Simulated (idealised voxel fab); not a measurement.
Herein follows the process module entitled voxel spacer lines.
Displayed cross-section: cut, width of 280 nm, square cells sized 5 nm.
Cross-section = grid of square cells, listed top down in bands; band = one or more rows.
For a band, the entry starts with two heights in nm, that of the top and then that of the bottom, and carries on with the band's materials in order from left to right, each alongside its width in nm; the word "all across" beside a single material means it fills the band edge to edge, and "blank" means empty space.
It should be noted that heights are counted from 0, beneath which the wafer as supplied is of one material throughout, and that the lowest band possesses no lower boundary but continues downward, as written in "from 0 down".
Note: "30 to 40" means the width goes from the first number (top row of the band) to the second number (bottom row) in equal steps per row of cells.
Any step labelled "nothing changed" changed none of the cells in the cross-section.
"Completely enclosed voids": empty spaces of 8 cells or more with no open way to the top, each given as width x height at distance, distance from the left edge, all in nm.
Heads up: the bit after the settings on a step's line is the simulator's remark on that step.
You can add "overlay nm" to a step's line. For a step with a mask, it describes how far the mask lay to the right of its planned position, and a negative number describes a lay to the left.

List of planned process steps:
| 1 | RECEIVE,material Si |
| 2 | CONFORMAL_DEP,material Al2O3,thk nm 10 |
| 3 | DIRECTIONAL_DEP,material SiN,thk nm 10 |
| 4 | DIRECTIONAL_DEP,material aC,thk nm 20 |
| 5 | PATTERN,tone cover,mask id MANDREL,material resist,width nm 15,pitch nm 50,thk nm 25,overlay nm 0 |
| 6 | DIRECTIONAL_ETCH,etch materials aC,depth nm 20 |
| 7 | STRIP,etch materials resist |
| 8 | CONFORMAL_DEP,material SiO2,thk nm 10 |
| 9 | DIRECTIONAL_ETCH,etch materials SiO2,depth nm 10 |
| 10 | STRIP,etch materials aC |
| 11 | DIRECTIONAL_ETCH,etch materials SiN,depth nm 10 |
| 12 | STRIP,etch materials SiO2 |
| 13 | FILL_DEP,material SiO2,thk nm 10 |
| 14 | CMP,height nm 20 |

Concerning the first of two wafers, which was run in accordance with the plan:

Cross-section of the wafer upon arrival, representing the state reached after step 1:
> from 0 down | Si all across
> Completely enclosed voids: none

Cross-section of the wafer subsequent to step 2:
> from 10 to 0 | Al2O3 all across
> Everything below 0 is unchanged.

Cross-section of the wafer subsequent to step 3:
> from 20 to 10 | SiN all across
> Everything below 10 is unchanged.

Cross-section of the wafer subsequent to step 4:
> from 40 to 20 | aC all across
> Everything below 20 is unchanged.

Cross-section of the wafer subsequent to step 5:
> from 65 to 40 | blank 105, resist 15, blank 35, resist 15, blank 110
> Everything below 40 is unchanged.

Cross-section of the wafer subsequent to step 6:
> from 45 to 40 | blank 105, resist 15, blank 35, resist 15, blank 110
> from 40 to 20 | blank 105, aC 15, blank 35, aC 15, blank 110
> Everything below 20 is unchanged.

Cross-section of the wafer subsequent to step 7:
> from 40 to 20 | blank 105, aC 15, blank 35, aC 15, blank 110
> Everything below 20 is unchanged.

Cross-section of the wafer subsequent to step 8:
> from 50 to 40 | blank 95, SiO2 35, blank 15, SiO2 35, blank 100
> from 40 to 30 | blank 95, SiO2 10, aC 15, SiO2 10, blank 15, SiO2 10, aC 15, SiO2 10, blank 100
> from 30 to 20 | SiO2 105, aC 15, SiO2 35, aC 15, SiO2 110
> Everything below 20 is unchanged.

Cross-section of the wafer subsequent to step 9:
> from 40 to 20 | blank 95, SiO2 10, aC 15, SiO2 10, blank 15, SiO2 10, aC 15, SiO2 10, blank 100
> Everything below 20 is unchanged.

Cross-section of the wafer subsequent to step 10:
> from 40 to 20 | blank 95, SiO2 10, blank 15, SiO2 10, blank 15, SiO2 10, blank 15, SiO2 10, blank 100
> Everything below 20 is unchanged.

Cross-section of the wafer subsequent to step 11:
> from 40 to 20 | blank 95, SiO2 10, blank 15, SiO2 10, blank 15, SiO2 10, blank 15, SiO2 10, blank 100
> from 20 to 10 | blank 95, SiN 10, blank 15, SiN 10, blank 15, SiN 10, blank 15, SiN 10, blank 100
> Everything below 10 is unchanged.

Cross-section of the wafer subsequent to step 12:
> from 20 to 10 | blank 95, SiN 10, blank 15, SiN 10, blank 15, SiN 10, blank 15, SiN 10, blank 100
> Everything below 10 is unchanged.

Cross-section of the wafer subsequent to step 13:
> from 30 to 20 | SiO2 all across
> from 20 to 10 | SiO2 95, SiN 10, SiO2 15, SiN 10, SiO2 15, SiN 10, SiO2 15, SiN 10, SiO2 100
> Everything below 10 is unchanged.

Cross-section of the wafer subsequent to step 14:
> from 20 to 10 | SiO2 95, SiN 10, SiO2 15, SiN 10, SiO2 15, SiN 10, SiO2 15, SiN 10, SiO2 100
> Everything below 10 is unchanged.

What follows concerns the second wafer, which started out like the first and was meant to follow the very same plan; one mistake crept in when it was run, but everything up to and including step 4 is the same as for the first wafer:

Cross-section: second wafer, time at which step 5 was scheduled to end:
> from 65 to 40 | blank 95, resist 15, blank 35, resist 15, blank 120
> Everything below 40 is unchanged.

Cross-section: second wafer, time at which step 6 was scheduled to end:
> from 45 to 40 | blank 95, resist 15, blank 35, resist 15, blank 120
> from 40 to 20 | blank 95, aC 15, blank 35, aC 15, blank 120
> Everything below 20 is unchanged.

Cross-section: second wafer, time at which step 7 was scheduled to end:
> from 40 to 20 | blank 95, aC 15, blank 35, aC 15, blank 120
> Everything below 20 is unchanged.

Cross-section: second wafer, time at which step 8 was scheduled to end:
> from 50 to 40 | blank 85, SiO2 35, blank 15, SiO2 35, blank 110
> from 40 to 30 | blank 85, SiO2 10, aC 15, SiO2 10, blank 15, SiO2 10, aC 15, SiO2 10, blank 110
> from 30 to 20 | SiO2 95, aC 15, SiO2 35, aC 15, SiO2 120
> Everything below 20 is unchanged.

Cross-section: second wafer, time at which step 9 was scheduled to end:
> from 40 to 20 | blank 85, SiO2 10, aC 15, SiO2 10, blank 15, SiO2 10, aC 15, SiO2 10, blank 110
> Everything below 20 is unchanged.

Cross-section: second wafer, time at which step 10 was scheduled to end:
> from 40 to 20 | blank 85, SiO2 10, blank 15, SiO2 10, blank 15, SiO2 10, blank 15, SiO2 10, blank 110
> Everything below 20 is unchanged.

Cross-section: second wafer, time at which step 11 was scheduled to end:
> from 40 to 20 | blank 85, SiO2 10, blank 15, SiO2 10, blank 15, SiO2 10, blank 15, SiO2 10, blank 110
> from 20 to 10 | blank 85, SiN 10, blank 15, SiN 10, blank 15, SiN 10, blank 15, SiN 10, blank 110
> Everything below 10 is unchanged.

Cross-section: second wafer, time at which step 12 was scheduled to end:
> from 20 to 10 | blank 85, SiN 10, blank 15, SiN 10, blank 15, SiN 10, blank 15, SiN 10, blank 110
> Everything below 10 is unchanged.

Cross-section: second wafer, time at which step 13 was scheduled to end:
> from 30 to 20 | SiO2 all across
> from 20 to 10 | SiO2 85, SiN 10, SiO2 15, SiN 10, SiO2 15, SiN 10, SiO2 15, SiN 10, SiO2 110
> Everything below 10 is unchanged.

Cross-section: second wafer, time at which step 14 was scheduled to end:
> from 20 to 10 | SiO2 85, SiN 10, SiO2 15, SiN 10, SiO2 15, SiN 10, SiO2 15, SiN 10, SiO2 110
> Everything below 10 is unchanged.
Here's what went sideways: step 5 off recipe, ran as PATTERN,tone cover,mask id MANDREL,material resist,width nm 15,pitch nm 50,thk nm 25,overlay nm -10
So at the finish, the second wafer's got exactly as many cells of each material as the first, just not in the same spots.
